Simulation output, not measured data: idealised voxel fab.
Process module under the name voxel self aligned vias
In the cross-section labelled cut, the width is 280 nm and each square cell is 5 nm.
Bands, listed from the top down, are how a cross-section gets written in this document; the cross-section itself is a grid of square cells, and a band is one or more rows of them.
Band entry format. Leading values: height of top, height of bottom, nm. Remainder: materials in left-to-right order, each with its width in nm. Special words: "throughout" on a single material, which then fills the band edge to edge; "air", empty space.
It should be noted that heights are counted from 0, beneath which the wafer as supplied is of one material throughout, and that the lowest band possesses no lower boundary but continues downward, as written in "z 0 and below".
Read "30->40" as a graded width: first number on top, second number at the bottom, same change between each pair of neighbouring rows.
The cross-section has no changed cell in any step marked "everything unchanged".
In the "Closed void register" entry, you get each enclosed empty space of 8 cells or more, one with no open way to the top, written width x height at distance, distance from the left edge, in nm.
Formally, on a step line, whatever follows the settings is a remark that the simulator itself makes on the step.
The line of a step may include "overlay nm". On a step with a mask, this value is how far to the right of its planned place the mask lay. A negative value means the mask lay to the left.
Process steps foreseen in the plan:
1) RECEIVE with material Si
2) CONFORMAL_DEP with material SiO2, thk nm 10
3) CONFORMAL_DEP with material SiCN, thk nm 5
4) DIRECTIONAL_DEP with material lowk, thk nm 25
5) MASKED_ETCH with tone open, mask id LINES, width nm 20, pitch nm 50, etch materials lowk, depth nm 25, overlay nm -15
6) CONFORMAL_DEP with material TiN, thk nm 5
7) FILL_DEP with material Ru, thk nm 10
8) CMP with height nm 40
9) SELECTIVE_ETCH with etch materials W Ru TiN, depth nm 5
10) FILL_DEP with material SiN, thk nm 5
11) CMP with height nm 40
12) DIRECTIONAL_DEP with material lowk, thk nm 20
13) DIRECTIONAL_DEP with material aC, thk nm 15
14) PATTERN with tone open, mask id VIAS, material resist, width nm 30, pitch nm 100, thk nm 30, overlay nm 0
15) DIRECTIONAL_ETCH with etch materials aC, depth nm 15
16) STRIP with etch materials resist
17) DIRECTIONAL_ETCH with etch materials lowk, depth nm 20
18) DIRECTIONAL_ETCH with etch materials SiN, depth nm 5
19) STRIP with etch materials aC
20) CONFORMAL_DEP with material TiN, thk nm 5
21) FILL_DEP with material Ru, thk nm 5
22) CMP with height nm 60
23) CONFORMAL_DEP with material SiN, thk nm 5
The value of overlay nm given for step 5 in the plan refers to the first wafer; the wafers vary in this setting and are alike at the start.
Cross-sectional view of the first of several wafers in the as-received condition, corresponding to the state following step 1:
* z 0 and below  Si throughout
* Closed void register: none
What follows is a table in which each wafer occupies a row; for the wafer as it stands at the close of the module, the row states, material by material, how many cells have been gained (+) or lost (-) since receipt, and then gives its closed voids:
overlay nm -15; +42 Ru; +56 SiCN; +64 SiN; +112 SiO2; +58 TiN; +396 lowk; Closed void register: none
overlay nm -10; +44 Ru; +56 SiCN; +62 SiN; +112 SiO2; +58 TiN; +396 lowk; Closed void register: none
overlay nm -5; +46 Ru; +56 SiCN; +60 SiN; +112 SiO2; +58 TiN; +396 lowk; Closed void register: none
overlay nm 0; +46 Ru; +56 SiCN; +60 SiN; +112 SiO2; +58 TiN; +396 lowk; Closed void register: none
overlay nm 5; +46 Ru; +56 SiCN; +60 SiN; +112 SiO2; +58 TiN; +396 lowk; Closed void register: none
overlay nm 10; +44 Ru; +56 SiCN; +62 SiN; +112 SiO2; +58 TiN; +396 lowk; Closed void register: none
overlay nm 15; +42 Ru; +56 SiCN; +64 SiN; +112 SiO2; +58 TiN; +396 lowk; Closed void register: none
